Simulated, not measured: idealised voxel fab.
Process module name: voxel ribs on slabs
The cross-section shown here is cut; it is 250 nm wide and divided into square cells measuring 5 nm on a side.
Format of a cross-section: grid, square cells. Given as bands. Order: top down. Band: one or more rows of cells.
Basically the band line says how high the top is and how high the bottom is, in nm, and then what's in it from left to right, every material with its width in nm. Empty space shows up as "empty", and if a single material carries "full width" it runs the full band edge to edge.
Convention: height 0 is the level below which the wafer, as received, is all one material. The lowest band does not terminate at the bottom but continues downward, represented as "z 0 and below".
A width such as "30 to 40" changes by the same amount from each row of cells to the next, from the band's top row to its bottom row.
What does "nothing different" mean for a step? It means no cell of the cross-section changed in that step.
The label "Voids, fully enclosed" introduces a list of the empty spaces, 8 cells or larger, that have no open way up to the top; each entry in it reads width x height at distance, where the distance is taken from the left edge and all three are stated in nm.
Past the settings on a step's line: simulator remark, on that step.
Among the settings permitted on a step's line is "overlay nm"; applied to a step with a mask, it specifies the extent to which the mask lay to the right of its planned position, whereas a negative figure signifies a position to the left.

# Listed below are the process steps as planned
1 RECEIVE | material Si
2 DIRECTIONAL_DEP | material SiO2 | thk nm 30
3 DIRECTIONAL_DEP | material SiN | thk nm 15
4 PATTERN | tone cover | mask id RIB | material resist | width nm 25 | thk nm 15 | overlay nm 0
5 DIRECTIONAL_ETCH | etch materials SiN | depth nm 5
6 STRIP | etch materials resist
7 MASKED_ETCH | tone cover | mask id SLAB | width nm 55 | etch materials SiN | depth nm 10 | overlay nm 0
8 FILL_DEP | material SiO2 | thk nm 20
9 CMP | height nm 60
10 DIRECTIONAL_DEP | material W | thk nm 5
11 MASKED_ETCH | tone cover | mask id HEATER | width nm 35 | etch materials W | depth nm 5 | overlay nm 0
12 CONFORMAL_DEP | material SiN | thk nm 10

# Wafer at receipt (post step 1), cross-section
* z 0 and below = Si full width
* Voids, fully enclosed: none

# Starting wafer: above. Plan: above. Run: one mistake. Cross-section after the module: below
* z 75 to 70 = 95 of empty | 55 of SiN | 100 of empty
* z 70 to 65 = SiN full width
* z 65 to 60 = 105 of SiN | 35 of W | 110 of SiN
* z 60 to 45 = SiO2 full width
* z 45 to 40 = 110 of SiO2 | 25 of SiN | 115 of SiO2
* z 40 to 30 = 105 of SiO2 | 55 of SiN | 90 of SiO2
* z 30 to 0 = SiO2 full width
* z 0 and below = Si full width
* Voids, fully enclosed: none
Against the plan, the run slipped here: rather than as planned, step 7 actually ran as MASKED_ETCH | tone cover | mask id SLAB | width nm 55 | etch materials SiN | depth nm 10 | overlay nm 10
